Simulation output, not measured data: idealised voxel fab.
The process module that follows is named voxel ribs on slabs.
Cross-sectional view cut (width: 260 nm; square cell size: 5 nm).
Reading order for cross-sections: top band down to bottom band. Underlying form: a grid of square cells. Band size: one or more rows of cells.
Basically the band line says how high the top is and how high the bottom is, in nm, and then what's in it from left to right, every material with its width in nm. Empty space shows up as "blank", and if a single material carries "edge to edge" it runs the full band edge to edge.
Note: height 0 marks the level under which the wafer is uniformly one material as received. Lowest band unbounded below, written "top 0, no bottom".
You'd read "30->40" like this: the band's top row of cells is as wide as the first number, its bottom row is as wide as the second, and going down, every row changes width by the same amount as the row before did.
When a step is marked "nothing was modified", none of the cells in the cross-section changed during that step.
If an empty space has no open way to the top and is at least 8 cells in size, "Fully enclosed voids" lists it, written width x height at distance, where distance is measured from the left edge and every value is in nm.
Text after the settings on a step's line: the simulator's own remark on that step.
The optional step-line setting "overlay nm" applies to steps with a mask and quantifies how far to the right of its planned location the mask lay, a negative value indicating leftward placement.

This section lists the process steps that were planned
1,RECEIVE | material Si
2,DIRECTIONAL_DEP | material SiO2 | thk nm 20
3,DIRECTIONAL_DEP | material SiN | thk nm 25
4,DIRECTIONAL_DEP | material aC | thk nm 10
5,PATTERN | tone cover | mask id RIB | material resist | width nm 20 | thk nm 25 | overlay nm 0
6,DIRECTIONAL_ETCH | etch materials aC | depth nm 10
7,STRIP | etch materials resist
8,DIRECTIONAL_ETCH | etch materials SiN | depth nm 5
9,STRIP | etch materials aC
10,MASKED_ETCH | tone cover | mask id SLAB | width nm 60 | etch materials SiN | depth nm 20 | overlay nm 0
11,FILL_DEP | material SiO2 | thk nm 15
12,CMP | height nm 55
13,DIRECTIONAL_DEP | material W | thk nm 5
14,PATTERN | tone cover | mask id HEATER | material resist | width nm 30 | thk nm 15 | overlay nm 0
15,DIRECTIONAL_ETCH | etch materials W | depth nm 5
16,STRIP | etch materials resist
17,CONFORMAL_DEP | material SiO2 | thk nm 10

Shown in cross-section is the wafer as received, that is, as it stands after step 1
top 0, no bottom = Si edge to edge
Fully enclosed voids: none

First of two wafers at the end of the module, shown in cross-section; run carried out as planned
top 70, bottom 65 = blank (105), SiO2 (50), blank (105)
top 65, bottom 60 = SiO2 edge to edge
top 60, bottom 55 = SiO2 (115), W (30), SiO2 (115)
top 55, bottom 45 = SiO2 edge to edge
top 45, bottom 40 = SiO2 (120), SiN (20), SiO2 (120)
top 40, bottom 20 = SiO2 (100), SiN (60), SiO2 (100)
top 20, bottom 0 = SiO2 edge to edge
top 0, no bottom = Si edge to edge
Fully enclosed voids: none

Cross-section, second wafer: same start as the first, same plan as the first, one mistake in running it; taken at the end of the module
top 80, bottom 75 = blank (105), SiO2 (50), blank (105)
top 75, bottom 70 = SiO2 edge to edge
top 70, bottom 65 = SiO2 (115), W (30), SiO2 (115)
top 65, bottom 55 = W edge to edge
top 55, bottom 45 = SiO2 edge to edge
top 45, bottom 40 = SiO2 (120), SiN (20), SiO2 (120)
top 40, bottom 20 = SiO2 (100), SiN (60), SiO2 (100)
top 20, bottom 0 = SiO2 edge to edge
top 0, no bottom = Si edge to edge
Fully enclosed voids: none
The plan and the run diverged here: in deviation from the planned setting, step 13 was conducted as DIRECTIONAL_DEP | material W | thk nm 15
Wrapping up, a cell-based count of both wafers puts the second over or under the first for these materials: W +104
